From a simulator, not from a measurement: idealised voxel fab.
Title: Process Module voxel capacitor over wiring
Cross-section cut: width 160 nm, square cells of 5 nm.
Cross-section layout: square cells on a grid; listed as bands, top to bottom; a band spans one or more cell rows.
Band entry format. Leading values: height of top, height of bottom, nm. Remainder: materials in left-to-right order, each with its width in nm. Special words: "throughout" on a single material, which then fills the band edge to edge; "air", empty space.
The reference from which all heights are counted is 0, the level beneath which the as-received wafer is entirely one material; the lowest band, having no lower bound, proceeds downward and is written after the example "0 down".
Width: "30..40" (first number = top row, second number = bottom row, same change from row to row of cells).
Where the words "remained unchanged" appear for a step, the cross-section shows no cell changed by that step; every cell remained as before.
"Unvented voids": empty spaces of 8 cells or more with no open way to the top, each given as width x height at distance, distance from the left edge, all in nm.
On a step's line, text after the settings is the simulator commenting on that step.
overlay nm: how far to the right of its planned place the mask lay on this masked step (negative: to the left).
Set out below are the planned steps of the process:
1: RECEIVE with material Si
2: CONFORMAL_DEP with material SiO2, thk nm 15
3: DIRECTIONAL_DEP with material TiN, thk nm 5
4: DIRECTIONAL_DEP with material W, thk nm 20
5: DIRECTIONAL_DEP with material aC, thk nm 15
6: PATTERN with tone cover, mask id METAL_1, material resist, width nm 30, pitch nm 95, thk nm 30, overlay nm 0
7: DIRECTIONAL_ETCH with etch materials aC, depth nm 15
8: STRIP with etch materials resist
9: DIRECTIONAL_ETCH with etch materials W, depth nm 20
10: DIRECTIONAL_ETCH with etch materials TiN, depth nm 5
11: STRIP with etch materials aC
12: FILL_DEP with material lowk, thk nm 10
13: CMP with height nm 40
14: CONFORMAL_DEP with material SiCN, thk nm 5
15: DIRECTIONAL_DEP with material SiO2, thk nm 20
16: PATTERN with tone open, mask id PLUG_1, material resist, width nm 15, thk nm 15, overlay nm 0
17: DIRECTIONAL_ETCH with etch materials SiO2, depth nm 20
18: DIRECTIONAL_ETCH with etch materials SiCN, depth nm 5
19: STRIP with etch materials resist
20: CONFORMAL_DEP with material TiN, thk nm 5
21: FILL_DEP with material Cu, thk nm 10
22: CMP with height nm 65
23: DIRECTIONAL_DEP with material TiN, thk nm 10
24: DIRECTIONAL_DEP with material SiN, thk nm 5
25: DIRECTIONAL_DEP with material TiN, thk nm 5
26: PATTERN with tone cover, mask id UPPER_PLATE, material resist, width nm 70, thk nm 15, overlay nm 0
27: DIRECTIONAL_ETCH with etch materials TiN, depth nm 5
28: DIRECTIONAL_ETCH with etch materials SiN, depth nm 5
29: STRIP with etch materials resist
30: PATTERN with tone cover, mask id LOWER_PLATE, material resist, width nm 80, thk nm 15, overlay nm 0
31: DIRECTIONAL_ETCH with etch materials TiN, depth nm 10
32: STRIP with etch materials resist
33: FILL_DEP with material SiO2, thk nm 20
34: CMP with height nm 100
35: MASKED_ETCH with tone open, mask id PLUG_2, width nm 15, etch materials SiO2, depth nm 15, overlay nm 0
36: CONFORMAL_DEP with material TiN, thk nm 5
37: FILL_DEP with material Ru, thk nm 10
38: CMP with height nm 100
39: CONFORMAL_DEP with material SiCN, thk nm 5
Cross-section of the wafer upon arrival, representing the state reached after step 1:
- 0 down = Si throughout
- Unvented voids: none
What the wafer looks like in cross-section after this module, when it starts as shown above and follows the plan above but one mistake is made in running it:
- 105 to 100 = SiCN throughout
- 100 to 90 = SiO2 (40)  TiN (5)  Ru (5)  TiN (5)  SiO2 (105)
- 90 to 80 = SiO2 (40..30)  TiN (15..70)  SiO2 (105..60)
- 80 to 75 = SiO2 (30)  SiN (70)  SiO2 (60)
- 75 to 65 = SiO2 (25)  TiN (80)  SiO2 (55)
- 65 to 45 = SiO2 (30)  TiN (5)  Cu (5)  TiN (5)  SiO2 (115)
- 45 to 40 = SiCN (30)  TiN (15)  SiCN (115)
- 40 to 35 = lowk (15)  W (30)  lowk (65)  W (30)  lowk (20)
- 35 to 30 = lowk (15)  TiN (30)  lowk (65)  TiN (30)  lowk (20)
- 30 to 0 = SiO2 throughout
- 0 down = Si throughout
- Unvented voids: none
So what did we get wrong on this run? step 2 of the plan was twice carried out
